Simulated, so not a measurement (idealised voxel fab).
The following is a process module called voxel wiring stack.
Each square cell in cross-section cut measures 5 nm, and the section as a whole is 145 nm wide.
Cross-sections here: square-cell grids, written as top-down lists of bands, a band being one or more rows of cells. Each band's line starts with the height of the band's top and of its bottom, in nm. Then come its materials from left to right, each with its width in nm. One material with "full width" fills the band from edge to edge. "empty" is empty space. Height datum 0, below which the as-received substrate wafer is one material. Lowest band open at the bottom, running downward: "0 down". Width "30..40": first value at the band's top row of cells, second value at its bottom row, equal change from row to row. When a step is marked "nothing altered", none of the cells in the cross-section changed during that step. "Closed voids list" means: voids of 8 cells or more that are shut off from the top with no open way through. Written width x height at distance, distance from the left edge, in nm. It should be noted that, on the line of a given step, the content following the step's settings is a remark produced by the simulator itself with respect to that step. The optional step-line setting "overlay nm" applies to steps with a mask and quantifies how far to the right of its planned location the mask lay, a negative value indicating leftward placement.
This section lists the process steps that were planned
- 1: RECEIVE, material Si
- 2: CONFORMAL_DEP, material SiO2, thk nm 15
- 3: DIRECTIONAL_DEP, material TiN, thk nm 5
- 4: DIRECTIONAL_DEP, material W, thk nm 15
- 5: MASKED_ETCH, tone cover, mask id METAL_1, width nm 30, pitch nm 60, etch materials W, depth nm 15, overlay nm 0
- 6: MASKED_ETCH, tone cover, mask id METAL_1, width nm 30, pitch nm 60, etch materials TiN, depth nm 5, overlay nm 0
- 7: FILL_DEP, material SiO2, thk nm 5
- 8: CMP, height nm 35
- 9: CONFORMAL_DEP, material SiCN, thk nm 5
- 10: DIRECTIONAL_DEP, material SiO2, thk nm 10
- 11: MASKED_ETCH, tone open, mask id PLUG_1, width nm 15, etch materials SiO2, depth nm 10, overlay nm 0
- 12: MASKED_ETCH, tone open, mask id PLUG_1, width nm 15, etch materials SiCN, depth nm 5, overlay nm 0
- 13: CONFORMAL_DEP, material TiN, thk nm 5
- 14: FILL_DEP, material Cu, thk nm 5
- 15: CMP, height nm 50
- 16: CONFORMAL_DEP, material SiN, thk nm 5
- 17: DIRECTIONAL_DEP, material lowk, thk nm 15
- 18: MASKED_ETCH, tone open, mask id METAL_2, width nm 30, pitch nm 60, etch materials lowk, depth nm 15, overlay nm 0
- 19: MASKED_ETCH, tone open, mask id METAL_2, width nm 30, pitch nm 60, etch materials SiN, depth nm 5, overlay nm 0
- 20: CONFORMAL_DEP, material TiN, thk nm 5
- 21: FILL_DEP, material Cu, thk nm 10
- 22: CMP, height nm 70
- 23: CONFORMAL_DEP, material SiCN, thk nm 5
- 24: DIRECTIONAL_DEP, material lowk, thk nm 30
- 25: MASKED_ETCH, tone open, mask id METAL_3, width nm 30, pitch nm 60, etch materials lowk, depth nm 15, overlay nm 0
- 26: MASKED_ETCH, tone open, mask id METAL_3_HOLES, width nm 15, etch materials lowk, depth nm 15, overlay nm 0
- 27: MASKED_ETCH, tone open, mask id METAL_3_HOLES, width nm 15, etch materials SiCN, depth nm 5, overlay nm 0
- 28: CONFORMAL_DEP, material TiN, thk nm 5
- 29: FILL_DEP, material Cu, thk nm 10
- 30: CMP, height nm 105
- 31: CONFORMAL_DEP, material SiCN, thk nm 5
- 32: DIRECTIONAL_DEP, material lowk, thk nm 10
- 33: DIRECTIONAL_DEP, material aC, thk nm 15
- 34: PATTERN, tone open, mask id PLUG_3, material resist, width nm 15, thk nm 30, overlay nm 0
- 35: DIRECTIONAL_ETCH, etch materials aC, depth nm 15
- 36: STRIP, etch materials resist
- 37: DIRECTIONAL_ETCH, etch materials lowk, depth nm 10
- 38: DIRECTIONAL_ETCH, etch materials SiCN, depth nm 5
- 39: STRIP, etch materials aC
- 40: EPI, material Ru, thk nm 10
- 41: EPI, material Ru, thk nm 5
- 42: DIRECTIONAL_DEP, material TiN, thk nm 5
- 43: DIRECTIONAL_DEP, material W, thk nm 15
- 44: PATTERN, tone cover, mask id METAL_4, material resist, width nm 30, pitch nm 60, thk nm 20, overlay nm 0
- 45: DIRECTIONAL_ETCH, etch materials W, depth nm 15
- 46: DIRECTIONAL_ETCH, etch materials TiN, depth nm 5
- 47: STRIP, etch materials resist
- 48: FILL_DEP, material SiO2, thk nm 5
- 49: CMP, height nm 140
- 50: CONFORMAL_DEP, material SiCN, thk nm 5
So this is the incoming wafer in cross-section - it's already been through step 1
- 0 down: Si full width
- Closed voids list: none
End-of-module XS, first of two wafers, run as planned
- 145 to 140: SiCN full width
- 140 to 125: 25 nm SiO2 | 30 nm W | 30 nm SiO2 | 30 nm W | 30 nm SiO2
- 125 to 120: 25 nm SiO2 | 30 nm TiN | 30 nm SiO2 | 30 nm TiN | 30 nm SiO2
- 120 to 110: 25 nm lowk | 15 nm Ru | 105 nm lowk
- 110 to 105: 25 nm SiCN | 15 nm Ru | 105 nm SiCN
- 105 to 95: 25 nm lowk | 5 nm TiN | 20 nm Cu | 5 nm TiN | 30 nm lowk | 5 nm TiN | 20 nm Cu | 5 nm TiN | 30 nm lowk
- 95 to 90: 25 nm lowk | 5 nm TiN | 5 nm Cu | 20 nm TiN | 30 nm lowk | 30 nm TiN | 30 nm lowk
- 90 to 75: 25 nm lowk | 5 nm TiN | 5 nm Cu | 5 nm TiN | 105 nm lowk
- 75 to 70: 25 nm SiCN | 15 nm TiN | 105 nm SiCN
- 70 to 55: 25 nm lowk | 5 nm TiN | 20 nm Cu | 5 nm TiN | 30 nm lowk | 5 nm TiN | 20 nm Cu | 5 nm TiN | 30 nm lowk
- 55 to 50: 25 nm SiN | 30 nm TiN | 30 nm SiN | 30 nm TiN | 30 nm SiN
- 50 to 40: 25 nm SiO2 | 5 nm TiN | 5 nm Cu | 5 nm TiN | 105 nm SiO2
- 40 to 35: 25 nm SiCN | 15 nm TiN | 105 nm SiCN
- 35 to 20: 25 nm SiO2 | 30 nm W | 30 nm SiO2 | 30 nm W | 30 nm SiO2
- 20 to 15: 25 nm SiO2 | 30 nm TiN | 30 nm SiO2 | 30 nm TiN | 30 nm SiO2
- 15 to 0: SiO2 full width
- 0 down: Si full width
- Closed voids list: none
Second wafer cross-section at end of module - shared start and plan with the first, one mistake in the run
- 145 to 140: SiCN full width
- 140 to 125: 25 nm SiO2 | 30 nm W | 30 nm SiO2 | 30 nm W | 30 nm SiO2
- 125 to 120: 25 nm SiO2 | 30 nm TiN | 30 nm SiO2 | 30 nm TiN | 30 nm SiO2
- 120 to 110: 25 nm lowk | 15 nm Ru | 105 nm lowk
- 110 to 105: 25 nm SiCN | 15 nm Ru | 105 nm SiCN
- 105 to 95: 25 nm lowk | 5 nm TiN | 20 nm Cu | 5 nm TiN | 30 nm lowk | 5 nm TiN | 20 nm Cu | 5 nm TiN | 30 nm lowk
- 95 to 90: 25 nm lowk | 5 nm TiN | 5 nm Cu | 20 nm TiN | 30 nm lowk | 30 nm TiN | 30 nm lowk
- 90 to 75: 25 nm lowk | 5 nm TiN | 5 nm Cu | 5 nm TiN | 105 nm lowk
- 75 to 70: 25 nm SiCN | 15 nm TiN | 105 nm SiCN
- 70 to 65: 25 nm SiN | 30 nm TiN | 30 nm SiN | 30 nm TiN | 30 nm SiN
- 65 to 50: lowk full width
- 50 to 40: 25 nm SiO2 | 5 nm TiN | 5 nm Cu | 5 nm TiN | 105 nm SiO2
- 40 to 35: 25 nm SiCN | 15 nm TiN | 105 nm SiCN
- 35 to 20: 25 nm SiO2 | 30 nm W | 30 nm SiO2 | 30 nm W | 30 nm SiO2
- 20 to 15: 25 nm SiO2 | 30 nm TiN | 30 nm SiO2 | 30 nm TiN | 30 nm SiO2
- 15 to 0: SiO2 full width
- 0 down: Si full width
- Closed voids list: none
Finding, execution versus plan: step 16 ran in the slot meant for step 17, and vice versa
The second wafer ends with more or fewer cells of some materials than the first, per final count: Cu -24; TiN -12; lowk +36
